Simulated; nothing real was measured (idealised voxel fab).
Process module in this document: voxel capacitor over wiring
FYI the section here is cut, 155 nm wide, cells are 5 nm squares.
Cross-section spec: square-cell grid; bands listed top down; each band is one or more rows. Band: top height; bottom height; in nm. Then, left to right: material with width in nm, for each material. "edge to edge": a single material spanning edge to edge. "empty": empty space. Measure heights from 0. That's the level where, below it, the as-received wafer is all one material. The lowest band is bottomless and extends downward; write it as in "top 0, no bottom". Note: "30..40" means the width goes from the first number (top row of the band) to the second number (bottom row) in equal steps per row of cells. Where the words "nothing altered" appear for a step, the cross-section shows no cell changed by that step; every cell remained as before. Heads up: "Enclosed internal voids" only lists the empty pockets with no open path to the top that are 8 cells or more, and it writes them as width x height at distance, distance from the left edge, in nm. That trailing text on a step's line, after the settings, is the simulator's own remark on the step. What "overlay nm" on a step's line means: if the step has a mask, that mask lay this far to the right of its planned place, or, when the value is negative, to the left.

List of planned process steps:
1,op RECEIVE | material Si
2,op CONFORMAL_DEP | material SiO2 | thk nm 15
3,op DIRECTIONAL_DEP | material TiN | thk nm 5
4,op DIRECTIONAL_DEP | material Ru | thk nm 15
5,op DIRECTIONAL_DEP | material aC | thk nm 15
6,op PATTERN | tone cover | mask id METAL_1 | material resist | width nm 25 | pitch nm 95 | thk nm 35 | overlay nm 0
7,op DIRECTIONAL_ETCH | etch materials aC | depth nm 15
8,op STRIP | etch materials resist
9,op DIRECTIONAL_ETCH | etch materials Ru | depth nm 15
10,op DIRECTIONAL_ETCH | etch materials TiN | depth nm 5
11,op STRIP | etch materials aC
12,op CONFORMAL_DEP | material SiCN | thk nm 5
13,op FILL_DEP | material lowk | thk nm 10
14,op CMP | height nm 35
15,op CONFORMAL_DEP | material SiCN | thk nm 5
16,op DIRECTIONAL_DEP | material SiO2 | thk nm 20
17,op DIRECTIONAL_DEP | material aC | thk nm 10
18,op PATTERN | tone open | mask id PLUG_1 | material resist | width nm 15 | thk nm 25 | overlay nm 0
19,op DIRECTIONAL_ETCH | etch materials aC | depth nm 10
20,op STRIP | etch materials resist
21,op DIRECTIONAL_ETCH | etch materials SiO2 | depth nm 20
22,op DIRECTIONAL_ETCH | etch materials SiCN | depth nm 5
23,op STRIP | etch materials aC
24,op EPI | material Ru | thk nm 10
25,op EPI | material Ru | thk nm 10
26,op EPI | material Ru | thk nm 5
27,op DIRECTIONAL_DEP | material TiN | thk nm 10
28,op DIRECTIONAL_DEP | material Al2O3 | thk nm 5
29,op DIRECTIONAL_DEP | material TiN | thk nm 10
30,op PATTERN | tone cover | mask id UPPER_PLATE | material resist | width nm 75 | thk nm 15 | overlay nm 0
31,op DIRECTIONAL_ETCH | etch materials TiN | depth nm 10
32,op DIRECTIONAL_ETCH | etch materials Al2O3 | depth nm 5
33,op STRIP | etch materials resist
34,op DIRECTIONAL_DEP | material aC | thk nm 10
35,op PATTERN | tone cover | mask id LOWER_PLATE | material resist | width nm 85 | thk nm 30 | overlay nm 0
36,op DIRECTIONAL_ETCH | etch materials aC | depth nm 10
37,op STRIP | etch materials resist
38,op DIRECTIONAL_ETCH | etch materials TiN | depth nm 10
39,op STRIP | etch materials aC
40,op FILL_DEP | material SiO2 | thk nm 15
41,op CMP | height nm 95
42,op MASKED_ETCH | tone open | mask id PLUG_2 | width nm 15 | etch materials SiO2 | depth nm 10 | overlay nm 0
43,op CONFORMAL_DEP | material TiN | thk nm 5
44,op FILL_DEP | material W | thk nm 5
45,op CMP | height nm 95
46,op CONFORMAL_DEP | material SiCN | thk nm 5

As-received wafer cross-section (after step 1):
  top 0, no bottom: Si edge to edge
  Enclosed internal voids: none

Cross-section at module end, one run error; start and plan unchanged from above:
  top 100, bottom 95: SiCN edge to edge
  top 95, bottom 90: SiO2=35 | TiN=5 | W=5 | TiN=5 | SiO2=105
  top 90, bottom 85: SiO2=35 | TiN=15 | SiO2=105
  top 85, bottom 75: SiO2=25 | TiN=75 | SiO2=55
  top 75, bottom 65: SiO2=20 | TiN=85 | SiO2=50
  top 65, bottom 60: Al2O3 edge to edge
  top 60, bottom 40: SiO2=25 | Ru=15 | SiO2=115
  top 40, bottom 35: SiCN=25 | Ru=15 | SiCN=115
  top 35, bottom 20: lowk=10 | SiCN=5 | Ru=25 | SiCN=5 | lowk=60 | SiCN=5 | Ru=25 | SiCN=5 | lowk=15
  top 20, bottom 15: SiCN=15 | TiN=25 | SiCN=70 | TiN=25 | SiCN=20
  top 15, bottom 0: SiO2 edge to edge
  top 0, no bottom: Si edge to edge
  Enclosed internal voids: none
So what did we get wrong on this run? contrary to the plan, steps 27 and 28 were processed in exchanged order
